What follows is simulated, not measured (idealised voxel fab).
process module | voxel spacer lines
The figure presents cross-section cut, which has a width of 260 nm and is divided into square cells with an edge length of 5 nm.
When this document writes out a cross-section, it uses a grid of square cells and lists it as bands, beginning at the top and moving down, with a band standing for one or more rows of cells. It is stipulated that each band's entry specify, in nanometres, the height of the top of the band and then that of its bottom, followed by the materials of the band in left-to-right sequence, each together with its width in nanometres. A single material marked by the word "all across" is understood to fill the band from edge to edge; the word "blank" is understood to denote empty space. Where do heights start? At 0: under that level the wafer as delivered is made of one material only. And the lowest band has no floor; it just carries on downward, as in "z 0 and below". Per-row width for "30->40": begins at first number (top row of band), ends at second number (bottom row), increment between rows held constant. What does "changes: none" mean for a step? It means no cell of the cross-section changed in that step. The entry titled "Enclosed empty spaces" provides the empty spaces that have no open way to the top, restricted to those of 8 cells or more. Each is presented as width x height at distance, the distance being measured from the left edge, with all three in nm. Whatever follows a step's settings on its line is a remark the simulator itself makes about that step. The optional step-line setting "overlay nm" applies to steps with a mask and quantifies how far to the right of its planned location the mask lay, a negative value indicating leftward placement.

-- Intended process steps
1. RECEIVE, material Si
2. CONFORMAL_DEP, material Al2O3, thk nm 5
3. DIRECTIONAL_DEP, material SiN, thk nm 10
4. DIRECTIONAL_DEP, material aC, thk nm 20
5. PATTERN, tone cover, mask id MANDREL, material resist, width nm 15, pitch nm 70, thk nm 30, overlay nm 0
6. DIRECTIONAL_ETCH, etch materials aC, depth nm 20
7. STRIP, etch materials resist
8. CONFORMAL_DEP, material SiO2, thk nm 10
9. DIRECTIONAL_ETCH, etch materials SiO2, depth nm 10
10. STRIP, etch materials aC
11. DIRECTIONAL_ETCH, etch materials SiN, depth nm 10
12. STRIP, etch materials SiO2
13. FILL_DEP, material SiO2, thk nm 10
14. CMP, height nm 15
The plan's step 5 width nm is the first wafer's value; the wafers differ in this setting and start identical.

-- Cut through the first of several wafers as received, post step 1
z 0 and below = Si all across
Enclosed empty spaces: none

-- The rows of the table below are wafers. Looking at the end of the module, a row counts, for every material, the cells the wafer has gained, shown as (+), or lost, shown as (-), since it was received; its closed voids come next
width nm 15; +52 Al2O3; +24 SiN; +80 SiO2; Enclosed empty spaces: none
width nm 20; +52 Al2O3; +24 SiN; +80 SiO2; Enclosed empty spaces: none
width nm 25; +52 Al2O3; +24 SiN; +80 SiO2; Enclosed empty spaces: none
width nm 30; +52 Al2O3; +24 SiN; +80 SiO2; Enclosed empty spaces: none
width nm 35; +52 Al2O3; +24 SiN; +80 SiO2; Enclosed empty spaces: none
width nm 40; +52 Al2O3; +24 SiN; +80 SiO2; Enclosed empty spaces: none
